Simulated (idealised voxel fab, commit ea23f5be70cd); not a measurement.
process module | voxel air gaps
cross-section cut | 300 nm wide | cells 5 nm
A cross-section is a grid of square cells, given in bands from the top down. A band is one or more rows of cells.
Each band's line starts with the height of the band's top and of its bottom, in nm. Then come its materials from left to right, each with its width in nm. One material with "throughout" fills the band from edge to edge. "air" is empty space.
Height 0 is the level under which the wafer as received is all one material. The lowest band goes on downwards, as in "0 down".
A width such as "30 to 40" changes by the same amount from each row of cells to the next, from the band's top row to its bottom row.
"no change" after a step means that no cell of the cross-section changed.
closed voids: empty space of 8 cells or more with no open way to the top, each as width x height at its distance from the left edge, in nm
after a step's settings: what the simulator itself notes on the step
overlay nm, on a step with a mask: how far to the right of its planned place the mask lay; to the left if negative
plan
1 op RECEIVE | material Si
2 op CONFORMAL_DEP | material SiO2 | thk nm 10
3 op CONFORMAL_DEP | material SiN | thk nm 5
4 op DIRECTIONAL_DEP | material lowk | thk nm 40
5 op MASKED_ETCH | tone open | mask id LINES | width nm 15 | pitch nm 45 | etch materials lowk | depth nm 40 | overlay nm 0
6 op CONFORMAL_DEP | material TiN | thk nm 5
7 op FILL_DEP | material Ru | thk nm 10
8 op CMP | height nm 55
9 op EPI | material Ru | thk nm 10
10 op SELECTIVE_ETCH | etch materials lowk | depth nm 50
11 op CONFORMAL_DEP | material SiN | thk nm 5
as received, after step 1
  0 down: Si throughout
  closed voids: none
first wafer at the end, as planned
  70 to 65: air 80 | SiN 135 | air 85
  65 to 55: air 80 | SiN 5 | Ru 35 | SiN 10 | Ru 35 | SiN 10 | Ru 35 | SiN 5 | air 85
  55 to 50: air 80 | SiN 15 | TiN 5 | Ru 5 | TiN 5 | SiN 30 | TiN 5 | Ru 5 | TiN 5 | SiN 30 | TiN 5 | Ru 5 | TiN 5 | SiN 15 | air 85
  50 to 20: air 90 | SiN 5 | TiN 5 | Ru 5 | TiN 5 | SiN 5 | air 20 | SiN 5 | TiN 5 | Ru 5 | TiN 5 | SiN 5 | air 20 | SiN 5 | TiN 5 | Ru 5 | TiN 5 | SiN 5 | air 95
  20 to 15: SiN 95 | TiN 15 | SiN 30 | TiN 15 | SiN 30 | TiN 15 | SiN 100
  15 to 10: SiN throughout
  10 to 0: SiO2 throughout
  0 down: Si throughout
  closed voids: 20 x 30 at 115; 20 x 30 at 160
second wafer at the end: like start, like plan, one mistake
  70 to 65: air 80 | SiN 135 | air 85
  65 to 55: air 80 | SiN 5 | Ru 35 | SiN 10 | Ru 35 | SiN 10 | Ru 35 | SiN 5 | air 85
  55 to 50: air 80 | SiN 15 | TiN 5 | Ru 5 | TiN 5 | SiN 30 | TiN 5 | Ru 5 | TiN 5 | SiN 30 | TiN 5 | Ru 5 | TiN 5 | SiN 15 | air 85
  50 to 20: air 90 | SiN 5 | TiN 5 | Ru 5 | TiN 5 | SiN 5 | air 20 | SiN 5 | TiN 5 | Ru 5 | TiN 5 | SiN 5 | air 20 | SiN 5 | TiN 5 | Ru 5 | TiN 5 | SiN 5 | air 95
  20 to 15: SiN 95 | TiN 15 | SiN 30 | TiN 15 | SiN 30 | TiN 15 | SiN 100
  15 to 5: SiO2 throughout
  5 to 0: SiN throughout
  0 down: Si throughout
  closed voids: 20 x 30 at 115; 20 x 30 at 160
what went wrong: steps 2 and 3 were swapped
at the end the second wafer has, in cells: as many of each material as the first, in other places
